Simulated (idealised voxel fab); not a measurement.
process module | voxel ribs on slabs
cross-section cut | 190 nm wide | cells 5 nm
A cross-section is a grid of square cells, given in bands from the top down. A band is one or more rows of cells.
Each band's line starts with the height of the band's top and of its bottom, in nm. Then come its materials from left to right, each with its width in nm. One material with "throughout" fills the band from edge to edge. "air" is empty space.
Height 0 is the level under which the wafer as received is all one material. The lowest band goes on downwards, as in "0 down".
A width such as "30 to 40" changes by the same amount from each row of cells to the next, from the band's top row to its bottom row.
"no change" after a step means that no cell of the cross-section changed.
closed voids: empty space of 8 cells or more with no open way to the top, each as width x height at its distance from the left edge, in nm
after a step's settings: what the simulator itself notes on the step
overlay nm, on a step with a mask: how far to the right of its planned place the mask lay; to the left if negative
plan
1 op RECEIVE | material Si
2 op DIRECTIONAL_DEP | material SiO2 | thk nm 20
3 op DIRECTIONAL_DEP | material polySi | thk nm 25
4 op DIRECTIONAL_DEP | material aC | thk nm 10
5 op PATTERN | tone cover | mask id RIB | material resist | width nm 25 | thk nm 25 | overlay nm 0
6 op DIRECTIONAL_ETCH | etch materials aC | depth nm 10
7 op STRIP | etch materials resist
8 op DIRECTIONAL_ETCH | etch materials polySi | depth nm 10
9 op STRIP | etch materials aC
10 op PATTERN | tone cover | mask id SLAB | material resist | width nm 75 | thk nm 20 | overlay nm 0
11 op DIRECTIONAL_ETCH | etch materials polySi | depth nm 15
12 op STRIP | etch materials resist
13 op FILL_DEP | material SiO2 | thk nm 25
14 op CMP | height nm 65
15 op DIRECTIONAL_DEP | material W | thk nm 5
16 op MASKED_ETCH | tone cover | mask id HEATER | width nm 35 | etch materials W | depth nm 5 | overlay nm 0
17 op CONFORMAL_DEP | material SiN | thk nm 5
as received, after step 1
  0 down: Si throughout
  closed voids: none
a wafer at the end: this start, this plan, one mistake
  75 to 70: air 70 | SiN 45 | air 75
  70 to 65: SiN 75 | W 35 | SiN 80
  65 to 50: SiO2 throughout
  50 to 40: SiO2 80 | polySi 25 | SiO2 85
  40 to 25: SiO2 55 | polySi 75 | SiO2 60
  25 to 20: polySi throughout
  20 to 0: SiO2 throughout
  0 down: Si throughout
  closed voids: none
what went wrong: step 3 ran as: op DIRECTIONAL_DEP | material polySi | thk nm 30
